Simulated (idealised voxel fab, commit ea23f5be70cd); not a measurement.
Process module in this document: voxel self aligned vias
Cross-section cut spans 235 nm and uses square cells 5 nm in size.
Throughout this document, each cross-section is represented as a grid of square cells and is presented as a sequence of bands enumerated from the top downward, where a band comprises one or more rows of cells.
Heads up on the band format: heights come first, top then bottom, in nm. After that it's the materials left to right, each with its width in nm. A single material flagged "everywhere" fills the whole band edge to edge, and "empty" means there's empty space there.
Below 0: as-received wafer, all one material; heights counted from there. Lowest band: no bottom, goes on down, written "0 down".
Read "30..40" as a graded width: first number on top, second number at the bottom, same change between each pair of neighbouring rows.
Any step labelled "nothing different" changed none of the cells in the cross-section.
You'll see "Closed void roster" listing empty spaces that have no way open to the top, as long as they're 8 cells or more; the notation is width x height at distance, where the distance is from the left edge, and all of it is in nm.
On a step's line, text after the settings is the simulator commenting on that step.
For masked steps, "overlay nm" on the step line gives how far right of plan the mask actually lay; a minus sign means it lay to the left.

**List of planned process steps**
1 RECEIVE with material Si
2 CONFORMAL_DEP with material SiO2, thk nm 15
3 CONFORMAL_DEP with material SiCN, thk nm 5
4 DIRECTIONAL_DEP with material SiO2, thk nm 30
5 MASKED_ETCH with tone open, mask id LINES, width nm 30, pitch nm 65, etch materials SiO2, depth nm 30, overlay nm 0
6 CONFORMAL_DEP with material TiN, thk nm 5
7 FILL_DEP with material Ru, thk nm 10
8 CMP with height nm 50
9 SELECTIVE_ETCH with etch materials W Ru TiN, depth nm 5
10 FILL_DEP with material SiN, thk nm 5
11 CMP with height nm 50
12 DIRECTIONAL_DEP with material SiO2, thk nm 20
13 DIRECTIONAL_DEP with material aC, thk nm 10
14 PATTERN with tone open, mask id VIAS, material resist, width nm 40, pitch nm 65, thk nm 25, overlay nm 0
15 DIRECTIONAL_ETCH with etch materials aC, depth nm 10
16 STRIP with etch materials resist
17 DIRECTIONAL_ETCH with etch materials SiO2, depth nm 20
18 DIRECTIONAL_ETCH with etch materials SiN, depth nm 5
19 STRIP with etch materials aC
20 CONFORMAL_DEP with material TiN, thk nm 5
21 FILL_DEP with material W, thk nm 5
22 CMP with height nm 70
23 CONFORMAL_DEP with material SiN, thk nm 5

**Here's what the wafer looked like in cross-section when it arrived - that's after step 1**
  0 down: Si everywhere
  Closed void roster: none

**Cross-section: first of two wafers, module finished, run according to plan**
  75 to 70: SiN everywhere
  70 to 55: 65 nm SiO2; 5 nm TiN; 30 nm W; 5 nm TiN; 25 nm SiO2; 5 nm TiN; 30 nm W; 5 nm TiN; 65 nm SiO2
  55 to 50: 65 nm SiO2; 10 nm TiN; 20 nm W; 10 nm TiN; 25 nm SiO2; 10 nm TiN; 20 nm W; 10 nm TiN; 65 nm SiO2
  50 to 45: 70 nm SiO2; 30 nm TiN; 35 nm SiO2; 30 nm TiN; 70 nm SiO2
  45 to 25: 70 nm SiO2; 5 nm TiN; 20 nm Ru; 5 nm TiN; 35 nm SiO2; 5 nm TiN; 20 nm Ru; 5 nm TiN; 70 nm SiO2
  25 to 20: 70 nm SiO2; 30 nm TiN; 35 nm SiO2; 30 nm TiN; 70 nm SiO2
  20 to 15: SiCN everywhere
  15 to 0: SiO2 everywhere
  0 down: Si everywhere
  Closed void roster: none

**second wafer at the end: like start, like plan, one mistake**
  75 to 70: SiN everywhere
  70 to 50: 65 nm SiO2; 5 nm TiN; 30 nm W; 5 nm TiN; 25 nm SiO2; 5 nm TiN; 30 nm W; 5 nm TiN; 65 nm SiO2
  50 to 45: 65 nm SiO2; 40 nm TiN; 25 nm SiO2; 40 nm TiN; 65 nm SiO2
  45 to 30: 65 nm SiO2; 10 nm TiN; 20 nm Ru; 10 nm TiN; 25 nm SiO2; 10 nm TiN; 20 nm Ru; 10 nm TiN; 65 nm SiO2
  30 to 25: 70 nm SiO2; 5 nm TiN; 20 nm Ru; 5 nm TiN; 35 nm SiO2; 5 nm TiN; 20 nm Ru; 5 nm TiN; 70 nm SiO2
  25 to 20: 70 nm SiO2; 30 nm TiN; 35 nm SiO2; 30 nm TiN; 70 nm SiO2
  20 to 15: SiCN everywhere
  15 to 0: SiO2 everywhere
  0 down: Si everywhere
  Closed void roster: none
Diagnosis: twice over, step 17 of the plan was run
Per the end-of-run cell counts, the second wafer holds more or fewer of some materials than the first: -16 SiO2, +12 TiN, +4 W
